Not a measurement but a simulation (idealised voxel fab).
Name of the process module below: voxel tone inversion
Each square cell in cross-section cut measures 5 nm, and the section as a whole is 250 nm wide.
Cross-section, as written here: a square-cell grid given band by band from the top down, where a band holds one or more rows of cells.
For a band, the entry starts with two heights in nm, that of the top and then that of the bottom, and carries on with the band's materials in order from left to right, each alongside its width in nm; the word "full width" beside a single material means it fills the band edge to edge, and "blank" means empty space.
All heights in this document are referenced to 0, defined as the level beneath which the wafer, as received, consists entirely of one material. The lowest band is not bounded below; it extends indefinitely downward and is written in the form "z 0 and below".
The notation "30 to 40" denotes a width that varies across the rows of cells in the band, beginning at the first number in the top row, finishing at the second number in the bottom row, and changing by an identical amount from each row to the next.
The designation "no alterations made", where it is given for a processing step, indicates that no cell of the cross-section was altered in the course of that step.
Any empty space of 8 cells or more lacking an open way to the top shows up in "Listed closed voids" as width x height at distance, distance from the left edge, in nm.
Where a step's line continues beyond its settings, the continuation is a remark by the simulator itself on that step.
The line of a step may include "overlay nm". On a step with a mask, this value is how far to the right of its planned place the mask lay. A negative value means the mask lay to the left.

This section lists the process steps that were planned:
- 1: RECEIVE,material Si
- 2: CONFORMAL_DEP,material SiN,thk nm 5
- 3: DIRECTIONAL_DEP,material aC,thk nm 20
- 4: PATTERN,tone cover,mask id POSTS,material resist,width nm 20,pitch nm 45,thk nm 30,overlay nm 0
- 5: DIRECTIONAL_ETCH,etch materials aC,depth nm 20
- 6: STRIP,etch materials resist
- 7: FILL_DEP,material SiO2,thk nm 5
- 8: CMP,height nm 25
- 9: STRIP,etch materials aC
- 10: CONFORMAL_DEP,material TiN,thk nm 5
- 11: FILL_DEP,material W,thk nm 5
- 12: CMP,height nm 25
- 13: CONFORMAL_DEP,material SiCN,thk nm 5
Keep in mind the plan's value for the thk nm of step 2 comes from the first wafer; the wafers don't share that setting, but they do share the same starting point.

The first of several wafers, as received after step 1, seen in section:
- z 0 and below = Si full width
- Listed closed voids: none

Take a look at the first of several wafers in cross-section: the module is done, and step 13 was its last step:
- z 30 to 25 = SiCN full width
- z 25 to 10 = SiO2 (90); TiN (5); W (10); TiN (5); SiO2 (25); TiN (5); W (10); TiN (5); SiO2 (95)
- z 10 to 5 = SiO2 (90); TiN (20); SiO2 (25); TiN (20); SiO2 (95)
- z 5 to 0 = SiN full width
- z 0 and below = Si full width
- Listed closed voids: none

Module end, final wafer: cross-section:
- z 30 to 25 = SiCN full width
- z 25 to 20 = SiO2 (90); TiN (20); SiO2 (25); TiN (20); SiO2 (95)
- z 20 to 0 = SiN full width
- z 0 and below = Si full width
- Listed closed voids: none

Each row below is a wafer at the end of the module, listing for every material the number of cells it has gained (+) or lost (-) since it was received, followed by its closed voids:
thk nm 5 | +50 SiCN | +50 SiN | +168 SiO2 | +20 TiN | +12 W | Listed closed voids: none
thk nm 10 | +50 SiCN | +100 SiN | +126 SiO2 | +16 TiN | +8 W | Listed closed voids: none
thk nm 15 | +50 SiCN | +150 SiN | +84 SiO2 | +12 TiN | +4 W | Listed closed voids: none
thk nm 20 | +50 SiCN | +200 SiN | +42 SiO2 | +8 TiN | Listed closed voids: none
